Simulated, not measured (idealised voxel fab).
Herein follows the process module entitled voxel self aligned vias.
cross-section cut | 295 nm wide | cells 5 nm
Each cross-section below is a grid of square cells, stated as bands in top-down order, with one or more rows of cells making up each band. Read a band's entry like this: the first values are the height of its top and the height of its bottom in nm, and what follows is the sequence of materials from left to right, each with its width in nm. Note that "blank" is empty space, and that a single material marked "edge to edge" reaches across the band from edge to edge. Heights from 0 (as-received wafer is one material below). Bottom band endless downward, as "0 -> down". A width given as "30..40" starts at the first number in the band's top row and ends at the second number in its bottom row, shifting by an equal amount at every step from row to row. Key: "everything unchanged" - step with no changed cell in the cross-section. What "Enclosed internal cavities" gives you is every empty space of 8 cells or more that is cut off from the top. Each appears as width x height at distance, with the distance taken from the left edge and width, height and distance all in nm. Text after the settings on a step's line: the simulator's own remark on that step. "overlay nm" answers the question of how far to the right of plan the mask lay on a step that has a mask, and when it is negative the answer is to the left.

## These are the steps we planned for the process
1,RECEIVE [material Si]
2,CONFORMAL_DEP [material SiO2] [thk nm 15]
3,CONFORMAL_DEP [material SiCN] [thk nm 5]
4,DIRECTIONAL_DEP [material SiO2] [thk nm 30]
5,PATTERN [tone open] [mask id LINES] [material resist] [width nm 25] [pitch nm 60] [thk nm 20] [overlay nm 0]
6,DIRECTIONAL_ETCH [etch materials SiO2] [depth nm 30]
7,STRIP [etch materials resist]
8,CONFORMAL_DEP [material TiN] [thk nm 5]
9,FILL_DEP [material W] [thk nm 10]
10,CMP [height nm 50]
11,SELECTIVE_ETCH [etch materials W Ru TiN] [depth nm 5]
12,FILL_DEP [material SiN] [thk nm 10]
13,CMP [height nm 50]
14,DIRECTIONAL_DEP [material SiO2] [thk nm 15]
15,DIRECTIONAL_DEP [material aC] [thk nm 15]
16,PATTERN [tone open] [mask id VIAS] [material resist] [width nm 35] [pitch nm 60] [thk nm 30] [overlay nm -15]
17,DIRECTIONAL_ETCH [etch materials aC] [depth nm 15]
18,STRIP [etch materials resist]
19,DIRECTIONAL_ETCH [etch materials SiO2] [depth nm 15]
20,DIRECTIONAL_ETCH [etch materials SiN] [depth nm 5]
21,STRIP [etch materials aC]
22,CONFORMAL_DEP [material TiN] [thk nm 5]
23,FILL_DEP [material Cu] [thk nm 10]
24,CMP [height nm 65]
25,CONFORMAL_DEP [material SiN] [thk nm 5]
All wafers enter the flow in the same state. The overlay nm at step 16 differs from wafer to wafer, and the plan gives the value for the first wafer.

## As-received state after step 1, first of several wafers, cross-section
> 0 -> down: Si edge to edge
> Enclosed internal cavities: none

## Cross-section, first of several wafers, end of module, after last step 25
> 70 -> 65: SiN edge to edge
> 65 -> 55: 55 nm SiO2, then 5 nm TiN, then 25 nm Cu, then 5 nm TiN, then 25 nm SiO2, then 5 nm TiN, then 25 nm Cu, then 5 nm TiN, then 25 nm SiO2, then 5 nm TiN, then 25 nm Cu, then 5 nm TiN, then 85 nm SiO2
> 55 -> 50: 55 nm SiO2, then 25 nm TiN, then 5 nm Cu, then 5 nm TiN, then 25 nm SiO2, then 25 nm TiN, then 5 nm Cu, then 5 nm TiN, then 25 nm SiO2, then 25 nm TiN, then 5 nm Cu, then 5 nm TiN, then 85 nm SiO2
> 50 -> 45: 75 nm SiO2, then 15 nm TiN, then 10 nm SiN, then 35 nm SiO2, then 15 nm TiN, then 10 nm SiN, then 35 nm SiO2, then 15 nm TiN, then 10 nm SiN, then 75 nm SiO2
> 45 -> 25: 75 nm SiO2, then 5 nm TiN, then 15 nm W, then 5 nm TiN, then 35 nm SiO2, then 5 nm TiN, then 15 nm W, then 5 nm TiN, then 35 nm SiO2, then 5 nm TiN, then 15 nm W, then 5 nm TiN, then 75 nm SiO2
> 25 -> 20: 75 nm SiO2, then 25 nm TiN, then 35 nm SiO2, then 25 nm TiN, then 35 nm SiO2, then 25 nm TiN, then 75 nm SiO2
> 20 -> 15: SiCN edge to edge
> 15 -> 0: SiO2 edge to edge
> 0 -> down: Si edge to edge
> Enclosed internal cavities: none

## A cross-section through the last wafer at the close of the module
> 70 -> 65: SiN edge to edge
> 65 -> 55: 85 nm SiO2, then 5 nm TiN, then 25 nm Cu, then 5 nm TiN, then 25 nm SiO2, then 5 nm TiN, then 25 nm Cu, then 5 nm TiN, then 25 nm SiO2, then 5 nm TiN, then 25 nm Cu, then 5 nm TiN, then 55 nm SiO2
> 55 -> 50: 85 nm SiO2, then 5 nm TiN, then 5 nm Cu, then 25 nm TiN, then 25 nm SiO2, then 5 nm TiN, then 5 nm Cu, then 25 nm TiN, then 25 nm SiO2, then 5 nm TiN, then 5 nm Cu, then 25 nm TiN, then 55 nm SiO2
> 50 -> 45: 75 nm SiO2, then 10 nm SiN, then 15 nm TiN, then 35 nm SiO2, then 10 nm SiN, then 15 nm TiN, then 35 nm SiO2, then 10 nm SiN, then 15 nm TiN, then 75 nm SiO2
> 45 -> 25: 75 nm SiO2, then 5 nm TiN, then 15 nm W, then 5 nm TiN, then 35 nm SiO2, then 5 nm TiN, then 15 nm W, then 5 nm TiN, then 35 nm SiO2, then 5 nm TiN, then 15 nm W, then 5 nm TiN, then 75 nm SiO2
> 25 -> 20: 75 nm SiO2, then 25 nm TiN, then 35 nm SiO2, then 25 nm TiN, then 35 nm SiO2, then 25 nm TiN, then 75 nm SiO2
> 20 -> 15: SiCN edge to edge
> 15 -> 0: SiO2 edge to edge
> 0 -> down: Si edge to edge
> Enclosed internal cavities: none

## wafer rows; end of module; cells per material since receipt: (+) gained, (-) lost; then closed voids
overlay nm -15, +33 Cu, +59 SiCN, +65 SiN, +555 SiO2, +78 TiN, +36 W, Enclosed internal cavities: none
overlay nm -10, +36 Cu, +59 SiCN, +62 SiN, +555 SiO2, +78 TiN, +36 W, Enclosed internal cavities: none
overlay nm -5, +39 Cu, +59 SiCN, +59 SiN, +555 SiO2, +78 TiN, +36 W, Enclosed internal cavities: none
overlay nm 0, +39 Cu, +59 SiCN, +59 SiN, +555 SiO2, +78 TiN, +36 W, Enclosed internal cavities: none
overlay nm 5, +39 Cu, +59 SiCN, +59 SiN, +555 SiO2, +78 TiN, +36 W, Enclosed internal cavities: none
overlay nm 10, +36 Cu, +59 SiCN, +62 SiN, +555 SiO2, +78 TiN, +36 W, Enclosed internal cavities: none
overlay nm 15, +33 Cu, +59 SiCN, +65 SiN, +555 SiO2, +78 TiN, +36 W, Enclosed internal cavities: none
